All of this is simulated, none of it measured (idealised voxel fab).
Process module heading - voxel self aligned vias
Section cut is 260 nm wide and gridded with 5 nm square cells.
This document writes a cross-section as a grid whose cells are square, and gives it as bands, listed from the top down; one or more rows of cells form a band.
Read a band's entry like this: the first values are the height of its top and the height of its bottom in nm, and what follows is the sequence of materials from left to right, each with its width in nm. Note that "blank" is empty space, and that a single material marked "edge to edge" reaches across the band from edge to edge.
Counting heights begins at 0, where everything beneath is, in the wafer as received, one material. The lowest band has no bottom; it goes on downwards, as "z 0 and below" shows.
Width spec "30..40" -> top row of cells at first value, bottom row at second value, equal per-row change in between.
Step marked "nothing was modified"? Then no cell in the cross-section changed in it.
Enclosed cavities: empty space of 8 cells or more with no open way to the top, each as width x height at its distance from the left edge, in nm
Read whatever lies past the settings on a step's line as the simulator's own remark about the step.
"overlay nm" on a masked step: distance the mask lay right of its planned place, negative for left.

# List of planned process steps
1: RECEIVE, material Si
2: CONFORMAL_DEP, material SiO2, thk nm 10
3: CONFORMAL_DEP, material SiCN, thk nm 5
4: DIRECTIONAL_DEP, material SiO2, thk nm 30
5: MASKED_ETCH, tone open, mask id LINES, width nm 20, pitch nm 55, etch materials SiO2, depth nm 30, overlay nm 0
6: CONFORMAL_DEP, material TiN, thk nm 5
7: FILL_DEP, material Ru, thk nm 5
8: CMP, height nm 45
9: SELECTIVE_ETCH, etch materials W Ru TiN, depth nm 5
10: FILL_DEP, material SiN, thk nm 5
11: CMP, height nm 45
12: DIRECTIONAL_DEP, material SiO2, thk nm 15
13: MASKED_ETCH, tone open, mask id VIAS, width nm 30, pitch nm 55, etch materials SiO2, depth nm 15, overlay nm 0
14: MASKED_ETCH, tone open, mask id VIAS, width nm 30, pitch nm 55, etch materials SiN, depth nm 5, overlay nm 0
15: CONFORMAL_DEP, material TiN, thk nm 5
16: FILL_DEP, material Cu, thk nm 10
17: CMP, height nm 60
18: CONFORMAL_DEP, material SiN, thk nm 5

# First wafer of two (run as planned)

# As received (post step 1): cross-section
    z 0 and below = Si edge to edge
    Enclosed cavities: none

# Wafer xsec, post step 2
    z 10 to 0 = SiO2 edge to edge
    Everything under 0 stays put, no change at all.

# Wafer xsec, post step 3
    z 15 to 10 = SiCN edge to edge
    Everything under 10 stays put, no change at all.

# Wafer xsec, post step 4
    z 45 to 15 = SiO2 edge to edge
    Everything under 15 stays put, no change at all.

# Wafer xsec, post step 5
    z 45 to 15 = 65 of SiO2 | 20 of blank | 35 of SiO2 | 20 of blank | 35 of SiO2 | 20 of blank | 65 of SiO2
    Everything under 15 stays put, no change at all.

# Wafer xsec, post step 6
    z 50 to 45 = 70 of TiN | 10 of blank | 45 of TiN | 10 of blank | 45 of TiN | 10 of blank | 70 of TiN
    z 45 to 20 = 65 of SiO2 | 5 of TiN | 10 of blank | 5 of TiN | 35 of SiO2 | 5 of TiN | 10 of blank | 5 of TiN | 35 of SiO2 | 5 of TiN | 10 of blank | 5 of TiN | 65 of SiO2
    z 20 to 15 = 65 of SiO2 | 20 of TiN | 35 of SiO2 | 20 of TiN | 35 of SiO2 | 20 of TiN | 65 of SiO2
    Everything under 15 stays put, no change at all.

# Wafer xsec, post step 7
    z 55 to 50 = Ru edge to edge
    z 50 to 45 = 70 of TiN | 10 of Ru | 45 of TiN | 10 of Ru | 45 of TiN | 10 of Ru | 70 of TiN
    z 45 to 20 = 65 of SiO2 | 5 of TiN | 10 of Ru | 5 of TiN | 35 of SiO2 | 5 of TiN | 10 of Ru | 5 of TiN | 35 of SiO2 | 5 of TiN | 10 of Ru | 5 of TiN | 65 of SiO2
    Everything under 20 stays put, no change at all.

# Wafer xsec, post step 8
    z 45 to 20 = 65 of SiO2 | 5 of TiN | 10 of Ru | 5 of TiN | 35 of SiO2 | 5 of TiN | 10 of Ru | 5 of TiN | 35 of SiO2 | 5 of TiN | 10 of Ru | 5 of TiN | 65 of SiO2
    Everything under 20 stays put, no change at all.

# Wafer xsec, post step 9
    z 45 to 40 = 65 of SiO2 | 20 of blank | 35 of SiO2 | 20 of blank | 35 of SiO2 | 20 of blank | 65 of SiO2
    Everything under 40 stays put, no change at all.

# Wafer xsec, post step 10
    z 50 to 45 = SiN edge to edge
    z 45 to 40 = 65 of SiO2 | 20 of SiN | 35 of SiO2 | 20 of SiN | 35 of SiO2 | 20 of SiN | 65 of SiO2
    Everything under 40 stays put, no change at all.

# Wafer xsec, post step 11
    z 45 to 40 = 65 of SiO2 | 20 of SiN | 35 of SiO2 | 20 of SiN | 35 of SiO2 | 20 of SiN | 65 of SiO2
    Everything under 40 stays put, no change at all.

# Wafer xsec, post step 12
    z 60 to 45 = SiO2 edge to edge
    Everything under 45 stays put, no change at all.

# Wafer xsec, post step 13
    z 60 to 45 = 60 of SiO2 | 30 of blank | 25 of SiO2 | 30 of blank | 25 of SiO2 | 30 of blank | 60 of SiO2
    Everything under 45 stays put, no change at all.

# Wafer xsec, post step 14
    z 60 to 45 = 60 of SiO2 | 30 of blank | 25 of SiO2 | 30 of blank | 25 of SiO2 | 30 of blank | 60 of SiO2
    z 45 to 40 = 65 of SiO2 | 20 of blank | 35 of SiO2 | 20 of blank | 35 of SiO2 | 20 of blank | 65 of SiO2
    Everything under 40 stays put, no change at all.

# Wafer xsec, post step 15
    z 65 to 60 = 65 of TiN | 20 of blank | 35 of TiN | 20 of blank | 35 of TiN | 20 of blank | 65 of TiN
    z 60 to 50 = 60 of SiO2 | 5 of TiN | 20 of blank | 5 of TiN | 25 of SiO2 | 5 of TiN | 20 of blank | 5 of TiN | 25 of SiO2 | 5 of TiN | 20 of blank | 5 of TiN | 60 of SiO2
    z 50 to 45 = 60 of SiO2 | 10 of TiN | 10 of blank | 10 of TiN | 25 of SiO2 | 10 of TiN | 10 of blank | 10 of TiN | 25 of SiO2 | 10 of TiN | 10 of blank | 10 of TiN | 60 of SiO2
    z 45 to 40 = 65 of SiO2 | 20 of TiN | 35 of SiO2 | 20 of TiN | 35 of SiO2 | 20 of TiN | 65 of SiO2
    Everything under 40 stays put, no change at all.

# Wafer xsec, post step 16
    z 75 to 65 = Cu edge to edge
    z 65 to 60 = 65 of TiN | 20 of Cu | 35 of TiN | 20 of Cu | 35 of TiN | 20 of Cu | 65 of TiN
    z 60 to 50 = 60 of SiO2 | 5 of TiN | 20 of Cu | 5 of TiN | 25 of SiO2 | 5 of TiN | 20 of Cu | 5 of TiN | 25 of SiO2 | 5 of TiN | 20 of Cu | 5 of TiN | 60 of SiO2
    z 50 to 45 = 60 of SiO2 | 10 of TiN | 10 of Cu | 10 of TiN | 25 of SiO2 | 10 of TiN | 10 of Cu | 10 of TiN | 25 of SiO2 | 10 of TiN | 10 of Cu | 10 of TiN | 60 of SiO2
    Everything under 45 stays put, no change at all.

# Wafer xsec, post step 17
    z 60 to 50 = 60 of SiO2 | 5 of TiN | 20 of Cu | 5 of TiN | 25 of SiO2 | 5 of TiN | 20 of Cu | 5 of TiN | 25 of SiO2 | 5 of TiN | 20 of Cu | 5 of TiN | 60 of SiO2
    Everything under 50 stays put, no change at all.

# Wafer xsec, post step 18
    z 65 to 60 = SiN edge to edge
    Everything under 60 stays put, no change at all.

# Wafer two. Identical start, identical plan. One mistake in execution. Identical history through step 12

# Cross-section: second wafer, time at which step 13 was scheduled to end
    z 60 to 45 = 55 of SiO2 | 40 of blank | 15 of SiO2 | 40 of blank | 15 of SiO2 | 40 of blank | 55 of SiO2
    Everything under 45 stays put, no change at all.

# Cross-section: second wafer, time at which step 14 was scheduled to end
    z 60 to 45 = 55 of SiO2 | 40 of blank | 15 of SiO2 | 40 of blank | 15 of SiO2 | 40 of blank | 55 of SiO2
    z 45 to 40 = 65 of SiO2 | 20 of blank | 35 of SiO2 | 20 of blank | 35 of SiO2 | 20 of blank | 65 of SiO2
    Everything under 40 stays put, no change at all.

# Cross-section: second wafer, time at which step 15 was scheduled to end
    z 65 to 60 = 60 of TiN | 30 of blank | 25 of TiN | 30 of blank | 25 of TiN | 30 of blank | 60 of TiN
    z 60 to 50 = 55 of SiO2 | 5 of TiN | 30 of blank | 5 of TiN | 15 of SiO2 | 5 of TiN | 30 of blank | 5 of TiN | 15 of SiO2 | 5 of TiN | 30 of blank | 5 of TiN | 55 of SiO2
    z 50 to 45 = 55 of SiO2 | 15 of TiN | 10 of blank | 15 of TiN | 15 of SiO2 | 15 of TiN | 10 of blank | 15 of TiN | 15 of SiO2 | 15 of TiN | 10 of blank | 15 of TiN | 55 of SiO2
    z 45 to 40 = 65 of SiO2 | 20 of TiN | 35 of SiO2 | 20 of TiN | 35 of SiO2 | 20 of TiN | 65 of SiO2
    Everything under 40 stays put, no change at all.

# Cross-section: second wafer, time at which step 16 was scheduled to end
    z 75 to 65 = Cu edge to edge
    z 65 to 60 = 60 of TiN | 30 of Cu | 25 of TiN | 30 of Cu | 25 of TiN | 30 of Cu | 60 of TiN
    z 60 to 50 = 55 of SiO2 | 5 of TiN | 30 of Cu | 5 of TiN | 15 of SiO2 | 5 of TiN | 30 of Cu | 5 of TiN | 15 of SiO2 | 5 of TiN | 30 of Cu | 5 of TiN | 55 of SiO2
    z 50 to 45 = 55 of SiO2 | 15 of TiN | 10 of Cu | 15 of TiN | 15 of SiO2 | 15 of TiN | 10 of Cu | 15 of TiN | 15 of SiO2 | 15 of TiN | 10 of Cu | 15 of TiN | 55 of SiO2
    Everything under 45 stays put, no change at all.

# Cross-section: second wafer, time at which step 17 was scheduled to end
    z 60 to 50 = 55 of SiO2 | 5 of TiN | 30 of Cu | 5 of TiN | 15 of SiO2 | 5 of TiN | 30 of Cu | 5 of TiN | 15 of SiO2 | 5 of TiN | 30 of Cu | 5 of TiN | 55 of SiO2
    Everything under 50 stays put, no change at all.

# Cross-section: second wafer, time at which step 18 was scheduled to end
    z 65 to 60 = SiN edge to edge
    Everything under 60 stays put, no change at all.
Where did the run depart from the plan? step 13 changed vs plan, executed as MASKED_ETCH, tone open, mask id VIAS, width nm 40, pitch nm 55, etch materials SiO2, depth nm 15, overlay nm 0
at the end the second wafer has, in cells: 12 more of Cu | 18 fewer of SiO2 | 6 more of TiN
